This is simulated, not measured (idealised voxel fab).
Herein follows the process module entitled voxel gate over fins.
Section cut is 280 nm wide and gridded with 5 nm square cells.
Cross-section format: a grid of square cells, given as bands from top to bottom; each band is one or more rows of cells.
Band: top height; bottom height; in nm. Then, left to right: material with width in nm, for each material. "edge to edge": a single material spanning edge to edge. "blank": empty space.
Ref level 0: as-received wafer is one material below here. Bottom band extends down with no lower bound ("z 0 and below").
So if you see something like "30..40" for the width, read it as the top row of the band sitting at the first number and the bottom row at the second, with every row in between moving by the same amount as the last.
The cross-section has no changed cell in any step marked "nothing altered".
The list in "Completely sealed voids" covers empty spaces of 8 cells or more that cannot reach the top through any open way, and it gives each as width x height at distance; the distance is from the left edge, and width, height and distance are in nm.
Past the settings on a step's line: simulator remark, on that step.
If you see "overlay nm" on a step's line and that step has a mask, it's telling you how far right of where it was planned the mask ended up; a negative number means it went left instead.
Planned step list for the process
1,RECEIVE (material Si)
2,CONFORMAL_DEP (material SiN; thk nm 10)
3,MASKED_ETCH (tone cover; mask id FINS; width nm 15; pitch nm 55; etch materials SiN; depth nm 10; overlay nm 0)
4,MASKED_ETCH (tone cover; mask id FINS; width nm 15; pitch nm 55; etch materials Si; depth nm 30; overlay nm 0)
5,OXIDIZE (depth nm 5)
6,FILL_DEP (material SiO2; thk nm 5)
7,CMP (height nm 10)
8,PATTERN (tone open; mask id RAIL; material resist; width nm 15; thk nm 15; overlay nm 0)
9,DIRECTIONAL_ETCH (etch materials SiO2; depth nm 35)
10,STRIP (etch materials resist)
11,CONFORMAL_DEP (material TiN; thk nm 5)
12,FILL_DEP (material Ru; thk nm 10)
13,CMP (height nm 10)
14,SELECTIVE_ETCH (etch materials W Ru TiN; depth nm 25)
15,FILL_DEP (material SiO2; thk nm 5)
16,CMP (height nm 10)
17,SELECTIVE_ETCH (etch materials SiO2; depth nm 20)
18,STRIP (etch materials SiN)
19,CONFORMAL_DEP (material HfO2; thk nm 5)
20,CONFORMAL_DEP (material TiN; thk nm 5)
21,FILL_DEP (material W; thk nm 10)
22,CMP (height nm 15)
23,CONFORMAL_DEP (material SiN; thk nm 5)
Incoming wafer in cross-section (state: after step 1)
    z 0 and below = Si edge to edge
    Completely sealed voids: none
End-of-module cross-section. Starting structure and process plan as above; one mistake made in running it
    z 20 to 15 = SiN edge to edge
    z 15 to 10 = W edge to edge
    z 10 to 5 = W=45, TiN=25, W=30, TiN=25, W=30, TiN=25, W=30, TiN=25, W=45
    z 5 to 0 = W=45, TiN=5, HfO2=15, TiN=5, W=30, TiN=5, HfO2=15, TiN=5, W=30, TiN=5, HfO2=15, TiN=5, W=30, TiN=5, HfO2=15, TiN=5, W=45
    z 0 to -5 = TiN=50, HfO2=5, Si=5, HfO2=5, TiN=40, HfO2=5, Si=5, HfO2=5, TiN=40, HfO2=5, Si=5, HfO2=5, TiN=40, HfO2=5, Si=5, HfO2=5, TiN=50
    z -5 to -10 = HfO2=55, Si=5, HfO2=50, Si=5, HfO2=50, Si=5, HfO2=50, Si=5, HfO2=55
    z -10 to -15 = SiO2=55, Si=5, SiO2=50, Si=5, SiO2=50, Si=5, SiO2=50, Si=5, SiO2=55
    z -15 to -20 = SiO2=55, Si=5, SiO2=15, TiN=5, Ru=5, TiN=5, SiO2=20, Si=5, SiO2=50, Si=5, SiO2=50, Si=5, SiO2=55
    z -20 to -25 = SiO2=55, Si=5, SiO2=15, TiN=15, SiO2=20, Si=5, SiO2=50, Si=5, SiO2=50, Si=5, SiO2=55
    z -25 to -65 = SiO2=55, Si=5, SiO2=50, Si=5, SiO2=50, Si=5, SiO2=50, Si=5, SiO2=55
    z -65 and below = Si edge to edge
    Completely sealed voids: none
The mistake made against the process plan was this: execution of plan step 4 occurred twice
